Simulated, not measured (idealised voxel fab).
The following process module bears the name voxel capacitor over wiring.
Section cut is 140 nm wide and gridded with 5 nm square cells.
Bands, listed from the top down, are how a cross-section gets written in this document; the cross-section itself is a grid of square cells, and a band is one or more rows of them.
Heights first: top, then bottom, in nm. Then materials, left to right, each with a width in nm. "all across" on a single material: fills the band edge to edge. "air": empty space.
It should be noted that heights are counted from 0, beneath which the wafer as supplied is of one material throughout, and that the lowest band possesses no lower boundary but continues downward, as written in "0 -> down".
Width spec "30..40" -> top row of cells at first value, bottom row at second value, equal per-row change in between.
"no change" (step): cross-section cells unchanged, all of them.
The entry "Trapped void list" lists the empty spaces that cover at least 8 cells and have no open path to the top. Each is written as width x height at distance, where the distance is measured from the left edge and all three values are in nm.
Read whatever lies past the settings on a step's line as the simulator's own remark about the step.
overlay nm: right-of-plan distance of the mask on a masked step; negative values mean left-of-plan.
LIST OF PLANNED PROCESS STEPS
1. RECEIVE (material Si)
2. CONFORMAL_DEP (material SiO2; thk nm 10)
3. DIRECTIONAL_DEP (material TiN; thk nm 5)
4. DIRECTIONAL_DEP (material Ru; thk nm 25)
5. MASKED_ETCH (tone cover; mask id METAL_1; width nm 25; pitch nm 80; etch materials Ru; depth nm 25; overlay nm 0)
6. MASKED_ETCH (tone cover; mask id METAL_1; width nm 25; pitch nm 80; etch materials TiN; depth nm 5; overlay nm 0)
7. CONFORMAL_DEP (material SiN; thk nm 5)
8. FILL_DEP (material SiO2; thk nm 5)
9. CMP (height nm 40)
10. CONFORMAL_DEP (material SiCN; thk nm 5)
11. DIRECTIONAL_DEP (material lowk; thk nm 15)
12. DIRECTIONAL_DEP (material aC; thk nm 10)
13. PATTERN (tone open; mask id PLUG_1; material resist; width nm 15; thk nm 25; overlay nm 0)
14. DIRECTIONAL_ETCH (etch materials aC; depth nm 10)
15. STRIP (etch materials resist)
16. DIRECTIONAL_ETCH (etch materials lowk; depth nm 15)
17. DIRECTIONAL_ETCH (etch materials SiCN; depth nm 5)
18. STRIP (etch materials aC)
19. CONFORMAL_DEP (material TiN; thk nm 5)
20. FILL_DEP (material Ru; thk nm 5)
21. CMP (height nm 60)
22. DIRECTIONAL_DEP (material TiN; thk nm 5)
23. DIRECTIONAL_DEP (material Al2O3; thk nm 5)
24. DIRECTIONAL_DEP (material TiN; thk nm 10)
25. MASKED_ETCH (tone cover; mask id UPPER_PLATE; width nm 60; etch materials TiN; depth nm 10; overlay nm 0)
26. MASKED_ETCH (tone cover; mask id UPPER_PLATE; width nm 60; etch materials Al2O3; depth nm 5; overlay nm 0)
27. DIRECTIONAL_DEP (material aC; thk nm 10)
28. PATTERN (tone cover; mask id LOWER_PLATE; material resist; width nm 70; thk nm 30; overlay nm 0)
29. DIRECTIONAL_ETCH (etch materials aC; depth nm 10)
30. STRIP (etch materials resist)
31. DIRECTIONAL_ETCH (etch materials TiN; depth nm 5)
32. STRIP (etch materials aC)
33. FILL_DEP (material SiO2; thk nm 20)
34. CMP (height nm 95)
35. PATTERN (tone open; mask id PLUG_2; material resist; width nm 15; thk nm 15; overlay nm 0)
36. DIRECTIONAL_ETCH (etch materials SiO2; depth nm 15)
37. STRIP (etch materials resist)
38. CONFORMAL_DEP (material TiN; thk nm 5)
39. FILL_DEP (material Ru; thk nm 5)
40. CMP (height nm 95)
41. CONFORMAL_DEP (material SiN; thk nm 5)
FIRST OF THE TWO WAFERS, RUN PER PLAN
AS RECEIVED, AFTER STEP 1
0 -> down = Si all across
Trapped void list: none
STEP 2 COMPLETE: CROSS-SECTION THROUGH THE WAFER
10 -> 0 = SiO2 all across
Rest of section, below 0: as before.
STEP 3 COMPLETE: CROSS-SECTION THROUGH THE WAFER
15 -> 10 = TiN all across
Rest of section, below 10: as before.
STEP 4 COMPLETE: CROSS-SECTION THROUGH THE WAFER
40 -> 15 = Ru all across
Rest of section, below 15: as before.
STEP 5 COMPLETE: CROSS-SECTION THROUGH THE WAFER
40 -> 15 = air: 15  Ru: 25  air: 55  Ru: 25  air: 20
Rest of section, below 15: as before.
STEP 6 COMPLETE: CROSS-SECTION THROUGH THE WAFER
40 -> 15 = air: 15  Ru: 25  air: 55  Ru: 25  air: 20
15 -> 10 = air: 15  TiN: 25  air: 55  TiN: 25  air: 20
Rest of section, below 10: as before.
STEP 7 COMPLETE: CROSS-SECTION THROUGH THE WAFER
45 -> 40 = air: 10  SiN: 35  air: 45  SiN: 35  air: 15
40 -> 15 = air: 10  SiN: 5  Ru: 25  SiN: 5  air: 45  SiN: 5  Ru: 25  SiN: 5  air: 15
15 -> 10 = SiN: 15  TiN: 25  SiN: 55  TiN: 25  SiN: 20
Rest of section, below 10: as before.
STEP 8 COMPLETE: CROSS-SECTION THROUGH THE WAFER
50 -> 45 = SiO2 all across
45 -> 40 = SiO2: 10  SiN: 35  SiO2: 45  SiN: 35  SiO2: 15
40 -> 15 = SiO2: 10  SiN: 5  Ru: 25  SiN: 5  SiO2: 45  SiN: 5  Ru: 25  SiN: 5  SiO2: 15
Rest of section, below 15: as before.
STEP 9 COMPLETE: CROSS-SECTION THROUGH THE WAFER
40 -> 15 = SiO2: 10  SiN: 5  Ru: 25  SiN: 5  SiO2: 45  SiN: 5  Ru: 25  SiN: 5  SiO2: 15
Rest of section, below 15: as before.
STEP 10 COMPLETE: CROSS-SECTION THROUGH THE WAFER
45 -> 40 = SiCN all across
Rest of section, below 40: as before.
STEP 11 COMPLETE: CROSS-SECTION THROUGH THE WAFER
60 -> 45 = lowk all across
Rest of section, below 45: as before.
STEP 12 COMPLETE: CROSS-SECTION THROUGH THE WAFER
70 -> 60 = aC all across
Rest of section, below 60: as before.
STEP 13 COMPLETE: CROSS-SECTION THROUGH THE WAFER
95 -> 70 = resist: 25  air: 15  resist: 100
Rest of section, below 70: as before.
STEP 14 COMPLETE: CROSS-SECTION THROUGH THE WAFER
85 -> 70 = resist: 25  air: 15  resist: 100
70 -> 60 = aC: 25  air: 15  aC: 100
Rest of section, below 60: as before.
STEP 15 COMPLETE: CROSS-SECTION THROUGH THE WAFER
70 -> 60 = aC: 25  air: 15  aC: 100
Rest of section, below 60: as before.
STEP 16 COMPLETE: CROSS-SECTION THROUGH THE WAFER
70 -> 60 = aC: 25  air: 15  aC: 100
60 -> 45 = lowk: 25  air: 15  lowk: 100
Rest of section, below 45: as before.
STEP 17 COMPLETE: CROSS-SECTION THROUGH THE WAFER
70 -> 60 = aC: 25  air: 15  aC: 100
60 -> 45 = lowk: 25  air: 15  lowk: 100
45 -> 40 = SiCN: 25  air: 15  SiCN: 100
Rest of section, below 40: as before.
STEP 18 COMPLETE: CROSS-SECTION THROUGH THE WAFER
60 -> 45 = lowk: 25  air: 15  lowk: 100
Rest of section, below 45: as before.
STEP 19 COMPLETE: CROSS-SECTION THROUGH THE WAFER
65 -> 60 = TiN: 30  air: 5  TiN: 105
60 -> 45 = lowk: 25  TiN: 5  air: 5  TiN: 5  lowk: 100
45 -> 40 = SiCN: 25  TiN: 15  SiCN: 100
Rest of section, below 40: as before.
STEP 20 COMPLETE: CROSS-SECTION THROUGH THE WAFER
70 -> 65 = Ru all across
65 -> 60 = TiN: 30  Ru: 5  TiN: 105
60 -> 45 = lowk: 25  TiN: 5  Ru: 5  TiN: 5  lowk: 100
Rest of section, below 45: as before.
STEP 21 COMPLETE: CROSS-SECTION THROUGH THE WAFER
60 -> 45 = lowk: 25  TiN: 5  Ru: 5  TiN: 5  lowk: 100
Rest of section, below 45: as before.
STEP 22 COMPLETE: CROSS-SECTION THROUGH THE WAFER
65 -> 60 = TiN all across
Rest of section, below 60: as before.
STEP 23 COMPLETE: CROSS-SECTION THROUGH THE WAFER
70 -> 65 = Al2O3 all across
Rest of section, below 65: as before.
STEP 24 COMPLETE: CROSS-SECTION THROUGH THE WAFER
80 -> 70 = TiN all across
Rest of section, below 70: as before.
STEP 25 COMPLETE: CROSS-SECTION THROUGH THE WAFER
80 -> 70 = air: 25  TiN: 60  air: 55
Rest of section, below 70: as before.
STEP 26 COMPLETE: CROSS-SECTION THROUGH THE WAFER
80 -> 70 = air: 25  TiN: 60  air: 55
70 -> 65 = air: 25  Al2O3: 60  air: 55
Rest of section, below 65: as before.
STEP 27 COMPLETE: CROSS-SECTION THROUGH THE WAFER
90 -> 80 = air: 25  aC: 60  air: 55
80 -> 75 = air: 25  TiN: 60  air: 55
75 -> 70 = aC: 25  TiN: 60  aC: 55
70 -> 65 = aC: 25  Al2O3: 60  aC: 55
Rest of section, below 65: as before.
STEP 28 COMPLETE: CROSS-SECTION THROUGH THE WAFER
120 -> 90 = air: 20  resist: 70  air: 50
90 -> 80 = air: 20  resist: 5  aC: 60  resist: 5  air: 50
80 -> 75 = air: 20  resist: 5  TiN: 60  resist: 5  air: 50
Rest of section, below 75: as before.
STEP 29 COMPLETE: CROSS-SECTION THROUGH THE WAFER
110 -> 90 = air: 20  resist: 70  air: 50
90 -> 80 = air: 20  resist: 5  aC: 60  resist: 5  air: 50
80 -> 75 = air: 20  resist: 5  TiN: 60  resist: 5  air: 50
75 -> 70 = air: 20  aC: 5  TiN: 60  aC: 5  air: 50
70 -> 65 = air: 20  aC: 5  Al2O3: 60  aC: 5  air: 50
Rest of section, below 65: as before.
STEP 30 COMPLETE: CROSS-SECTION THROUGH THE WAFER
90 -> 80 = air: 25  aC: 60  air: 55
80 -> 75 = air: 25  TiN: 60  air: 55
Rest of section, below 75: as before.
STEP 31 COMPLETE: CROSS-SECTION THROUGH THE WAFER
90 -> 80 = air: 25  aC: 60  air: 55
80 -> 75 = air: 25  TiN: 60  air: 55
75 -> 70 = air: 20  aC: 5  TiN: 60  aC: 5  air: 50
70 -> 65 = air: 20  aC: 5  Al2O3: 60  aC: 5  air: 50
65 -> 60 = air: 20  TiN: 70  air: 50
Rest of section, below 60: as before.
STEP 32 COMPLETE: CROSS-SECTION THROUGH THE WAFER
80 -> 70 = air: 25  TiN: 60  air: 55
70 -> 65 = air: 25  Al2O3: 60  air: 55
Rest of section, below 65: as before.
STEP 33 COMPLETE: CROSS-SECTION THROUGH THE WAFER
100 -> 80 = SiO2 all across
80 -> 70 = SiO2: 25  TiN: 60  SiO2: 55
70 -> 65 = SiO2: 25  Al2O3: 60  SiO2: 55
65 -> 60 = SiO2: 20  TiN: 70  SiO2: 50
Rest of section, below 60: as before.
STEP 34 COMPLETE: CROSS-SECTION THROUGH THE WAFER
95 -> 80 = SiO2 all across
Rest of section, below 80: as before.
STEP 35 COMPLETE: CROSS-SECTION THROUGH THE WAFER
110 -> 95 = resist: 35  air: 15  resist: 90
Rest of section, below 95: as before.
STEP 36 COMPLETE: CROSS-SECTION THROUGH THE WAFER
110 -> 95 = resist: 35  air: 15  resist: 90
95 -> 80 = SiO2: 35  air: 15  SiO2: 90
Rest of section, below 80: as before.
STEP 37 COMPLETE: CROSS-SECTION THROUGH THE WAFER
95 -> 80 = SiO2: 35  air: 15  SiO2: 90
Rest of section, below 80: as before.
STEP 38 COMPLETE: CROSS-SECTION THROUGH THE WAFER
100 -> 95 = TiN: 40  air: 5  TiN: 95
95 -> 85 = SiO2: 35  TiN: 5  air: 5  TiN: 5  SiO2: 90
85 -> 80 = SiO2: 35  TiN: 15  SiO2: 90
Rest of section, below 80: as before.
STEP 39 COMPLETE: CROSS-SECTION THROUGH THE WAFER
105 -> 100 = Ru all across
100 -> 95 = TiN: 40  Ru: 5  TiN: 95
95 -> 85 = SiO2: 35  TiN: 5  Ru: 5  TiN: 5  SiO2: 90
Rest of section, below 85: as before.
STEP 40 COMPLETE: CROSS-SECTION THROUGH THE WAFER
95 -> 85 = SiO2: 35  TiN: 5  Ru: 5  TiN: 5  SiO2: 90
Rest of section, below 85: as before.
STEP 41 COMPLETE: CROSS-SECTION THROUGH THE WAFER
100 -> 95 = SiN all across
Rest of section, below 95: as before.
NOW THE OTHER WAFER: SAME START, SAME RECIPE, BUT WE MESSED UP ONE THING WHEN RUNNING IT. UP TO AND INCLUDING STEP 7 IT'S THE SAME AS THE FIRST ONE
SECOND WAFER, SECTIONED VIEW, AT STEP 8'S PLANNED END TIME
55 -> 45 = SiO2 all across
45 -> 40 = SiO2: 10  SiN: 35  SiO2: 45  SiN: 35  SiO2: 15
40 -> 15 = SiO2: 10  SiN: 5  Ru: 25  SiN: 5  SiO2: 45  SiN: 5  Ru: 25  SiN: 5  SiO2: 15
Rest of section, below 15: as before.
SECOND WAFER, SECTIONED VIEW, AT STEP 9'S PLANNED END TIME
40 -> 15 = SiO2: 10  SiN: 5  Ru: 25  SiN: 5  SiO2: 45  SiN: 5  Ru: 25  SiN: 5  SiO2: 15
Rest of section, below 15: as before.
SECOND WAFER, SECTIONED VIEW, AT STEP 10'S PLANNED END TIME
45 -> 40 = SiCN all across
Rest of section, below 40: as before.
SECOND WAFER, SECTIONED VIEW, AT STEP 11'S PLANNED END TIME
60 -> 45 = lowk all across
Rest of section, below 45: as before.
SECOND WAFER, SECTIONED VIEW, AT STEP 12'S PLANNED END TIME
70 -> 60 = aC all across
Rest of section, below 60: as before.
SECOND WAFER, SECTIONED VIEW, AT STEP 13'S PLANNED END TIME
95 -> 70 = resist: 25  air: 15  resist: 100
Rest of section, below 70: as before.
SECOND WAFER, SECTIONED VIEW, AT STEP 14'S PLANNED END TIME
85 -> 70 = resist: 25  air: 15  resist: 100
70 -> 60 = aC: 25  air: 15  aC: 100
Rest of section, below 60: as before.
SECOND WAFER, SECTIONED VIEW, AT STEP 15'S PLANNED END TIME
70 -> 60 = aC: 25  air: 15  aC: 100
Rest of section, below 60: as before.
SECOND WAFER, SECTIONED VIEW, AT STEP 16'S PLANNED END TIME
70 -> 60 = aC: 25  air: 15  aC: 100
60 -> 45 = lowk: 25  air: 15  lowk: 100
Rest of section, below 45: as before.
SECOND WAFER, SECTIONED VIEW, AT STEP 17'S PLANNED END TIME
70 -> 60 = aC: 25  air: 15  aC: 100
60 -> 45 = lowk: 25  air: 15  lowk: 100
45 -> 40 = SiCN: 25  air: 15  SiCN: 100
Rest of section, below 40: as before.
SECOND WAFER, SECTIONED VIEW, AT STEP 18'S PLANNED END TIME
60 -> 45 = lowk: 25  air: 15  lowk: 100
Rest of section, below 45: as before.
SECOND WAFER, SECTIONED VIEW, AT STEP 19'S PLANNED END TIME
65 -> 60 = TiN: 30  air: 5  TiN: 105
60 -> 45 = lowk: 25  TiN: 5  air: 5  TiN: 5  lowk: 100
45 -> 40 = SiCN: 25  TiN: 15  SiCN: 100
Rest of section, below 40: as before.
SECOND WAFER, SECTIONED VIEW, AT STEP 20'S PLANNED END TIME
70 -> 65 = Ru all across
65 -> 60 = TiN: 30  Ru: 5  TiN: 105
60 -> 45 = lowk: 25  TiN: 5  Ru: 5  TiN: 5  lowk: 100
Rest of section, below 45: as before.
SECOND WAFER, SECTIONED VIEW, AT STEP 21'S PLANNED END TIME
60 -> 45 = lowk: 25  TiN: 5  Ru: 5  TiN: 5  lowk: 100
Rest of section, below 45: as before.
SECOND WAFER, SECTIONED VIEW, AT STEP 22'S PLANNED END TIME
65 -> 60 = TiN all across
Rest of section, below 60: as before.
SECOND WAFER, SECTIONED VIEW, AT STEP 23'S PLANNED END TIME
70 -> 65 = Al2O3 all across
Rest of section, below 65: as before.
SECOND WAFER, SECTIONED VIEW, AT STEP 24'S PLANNED END TIME
80 -> 70 = TiN all across
Rest of section, below 70: as before.
SECOND WAFER, SECTIONED VIEW, AT STEP 25'S PLANNED END TIME
80 -> 70 = air: 25  TiN: 60  air: 55
Rest of section, below 70: as before.
SECOND WAFER, SECTIONED VIEW, AT STEP 26'S PLANNED END TIME
80 -> 70 = air: 25  TiN: 60  air: 55
70 -> 65 = air: 25  Al2O3: 60  air: 55
Rest of section, below 65: as before.
SECOND WAFER, SECTIONED VIEW, AT STEP 27'S PLANNED END TIME
90 -> 80 = air: 25  aC: 60  air: 55
80 -> 75 = air: 25  TiN: 60  air: 55
75 -> 70 = aC: 25  TiN: 60  aC: 55
70 -> 65 = aC: 25  Al2O3: 60  aC: 55
Rest of section, below 65: as before.
SECOND WAFER, SECTIONED VIEW, AT STEP 28'S PLANNED END TIME
120 -> 90 = air: 20  resist: 70  air: 50
90 -> 80 = air: 20  resist: 5  aC: 60  resist: 5  air: 50
80 -> 75 = air: 20  resist: 5  TiN: 60  resist: 5  air: 50
Rest of section, below 75: as before.
SECOND WAFER, SECTIONED VIEW, AT STEP 29'S PLANNED END TIME
110 -> 90 = air: 20  resist: 70  air: 50
90 -> 80 = air: 20  resist: 5  aC: 60  resist: 5  air: 50
80 -> 75 = air: 20  resist: 5  TiN: 60  resist: 5  air: 50
75 -> 70 = air: 20  aC: 5  TiN: 60  aC: 5  air: 50
70 -> 65 = air: 20  aC: 5  Al2O3: 60  aC: 5  air: 50
Rest of section, below 65: as before.
SECOND WAFER, SECTIONED VIEW, AT STEP 30'S PLANNED END TIME
90 -> 80 = air: 25  aC: 60  air: 55
80 -> 75 = air: 25  TiN: 60  air: 55
Rest of section, below 75: as before.
SECOND WAFER, SECTIONED VIEW, AT STEP 31'S PLANNED END TIME
90 -> 80 = air: 25  aC: 60  air: 55
80 -> 75 = air: 25  TiN: 60  air: 55
75 -> 70 = air: 20  aC: 5  TiN: 60  aC: 5  air: 50
70 -> 65 = air: 20  aC: 5  Al2O3: 60  aC: 5  air: 50
65 -> 60 = air: 20  TiN: 70  air: 50
Rest of section, below 60: as before.
SECOND WAFER, SECTIONED VIEW, AT STEP 32'S PLANNED END TIME
80 -> 70 = air: 25  TiN: 60  air: 55
70 -> 65 = air: 25  Al2O3: 60  air: 55
Rest of section, below 65: as before.
SECOND WAFER, SECTIONED VIEW, AT STEP 33'S PLANNED END TIME
100 -> 80 = SiO2 all across
80 -> 70 = SiO2: 25  TiN: 60  SiO2: 55
70 -> 65 = SiO2: 25  Al2O3: 60  SiO2: 55
65 -> 60 = SiO2: 20  TiN: 70  SiO2: 50
Rest of section, below 60: as before.
SECOND WAFER, SECTIONED VIEW, AT STEP 34'S PLANNED END TIME
95 -> 80 = SiO2 all across
Rest of section, below 80: as before.
SECOND WAFER, SECTIONED VIEW, AT STEP 35'S PLANNED END TIME
110 -> 95 = resist: 35  air: 15  resist: 90
Rest of section, below 95: as before.
SECOND WAFER, SECTIONED VIEW, AT STEP 36'S PLANNED END TIME
110 -> 95 = resist: 35  air: 15  resist: 90
95 -> 80 = SiO2: 35  air: 15  SiO2: 90
Rest of section, below 80: as before.
SECOND WAFER, SECTIONED VIEW, AT STEP 37'S PLANNED END TIME
95 -> 80 = SiO2: 35  air: 15  SiO2: 90
Rest of section, below 80: as before.
SECOND WAFER, SECTIONED VIEW, AT STEP 38'S PLANNED END TIME
100 -> 95 = TiN: 40  air: 5  TiN: 95
95 -> 85 = SiO2: 35  TiN: 5  air: 5  TiN: 5  SiO2: 90
85 -> 80 = SiO2: 35  TiN: 15  SiO2: 90
Rest of section, below 80: as before.
SECOND WAFER, SECTIONED VIEW, AT STEP 39'S PLANNED END TIME
105 -> 100 = Ru all across
100 -> 95 = TiN: 40  Ru: 5  TiN: 95
95 -> 85 = SiO2: 35  TiN: 5  Ru: 5  TiN: 5  SiO2: 90
Rest of section, below 85: as before.
SECOND WAFER, SECTIONED VIEW, AT STEP 40'S PLANNED END TIME
95 -> 85 = SiO2: 35  TiN: 5  Ru: 5  TiN: 5  SiO2: 90
Rest of section, below 85: as before.
SECOND WAFER, SECTIONED VIEW, AT STEP 41'S PLANNED END TIME
100 -> 95 = SiN all across
Rest of section, below 95: as before.
Finding, execution versus plan: in the plan, step 8 was performed twice
The two wafers come out with the same cross-section, meaning that, for this model, the mistake has no consequence in the computed result.
